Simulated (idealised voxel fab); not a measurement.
Proc. module: voxel tone inversion
Pictured: cross-section cut, 215 nm wide, on a grid of 5 nm square cells.
This document writes a cross-section as a grid whose cells are square, and gives it as bands, listed from the top down; one or more rows of cells form a band.
The band entry comprises the height of the band's top followed by the height of its bottom, expressed in nm, and subsequently the band's materials from left to right, each stated together with its width in nm. Where a single material is marked with the word "all across", that material fills the band from edge to edge. The word "empty" represents empty space.
Heights from 0 (as-received wafer is one material below). Bottom band endless downward, as "0 -> down".
The expression "30->40" gives the width at the extremes of the band, the first number at its top row of cells and the second at its bottom row, with the width changing by equal amounts from each row to the next in between.
Where the words "nothing was modified" appear for a step, the cross-section shows no cell changed by that step; every cell remained as before.
Listed in "Sealed cavities": every empty space of 8 or more cells without an open way to the top. Form: width x height at distance, the distance being from the left edge, all in nm.
Past the settings on a step's line: simulator remark, on that step.
overlay nm, on a step with a mask: how far to the right of its planned place the mask lay; to the left if negative

### These are the steps we planned for the process
1: RECEIVE,material Si
2: CONFORMAL_DEP,material SiN,thk nm 10
3: DIRECTIONAL_DEP,material polySi,thk nm 25
4: PATTERN,tone cover,mask id POSTS,material resist,width nm 20,pitch nm 50,thk nm 35,overlay nm 0
5: DIRECTIONAL_ETCH,etch materials polySi,depth nm 25
6: STRIP,etch materials resist
7: FILL_DEP,material lowk,thk nm 5
8: CMP,height nm 35
9: STRIP,etch materials polySi
10: CONFORMAL_DEP,material TiN,thk nm 5
11: FILL_DEP,material Ru,thk nm 10
12: CMP,height nm 35
13: CONFORMAL_DEP,material SiCN,thk nm 5

### Wafer cross-section on receipt, i.e. after step 1
    0 -> down | Si all across
    Sealed cavities: none

### The plan above was carried out on the starting structure above with one mistake, and this cross-section shows the wafer at the end of the module
    55 -> 50 | SiCN all across
    50 -> 40 | Ru all across
    40 -> 35 | 50 of TiN, 10 of Ru, 40 of TiN, 10 of Ru, 40 of TiN, 10 of Ru, 55 of TiN
    35 -> 15 | 45 of lowk, 5 of TiN, 10 of Ru, 5 of TiN, 30 of lowk, 5 of TiN, 10 of Ru, 5 of TiN, 30 of lowk, 5 of TiN, 10 of Ru, 5 of TiN, 50 of lowk
    15 -> 10 | 45 of lowk, 20 of TiN, 30 of lowk, 20 of TiN, 30 of lowk, 20 of TiN, 50 of lowk
    10 -> 0 | SiN all across
    0 -> down | Si all across
    Sealed cavities: none
Where did the run depart from the plan? step 12 of the plan was omitted and not executed
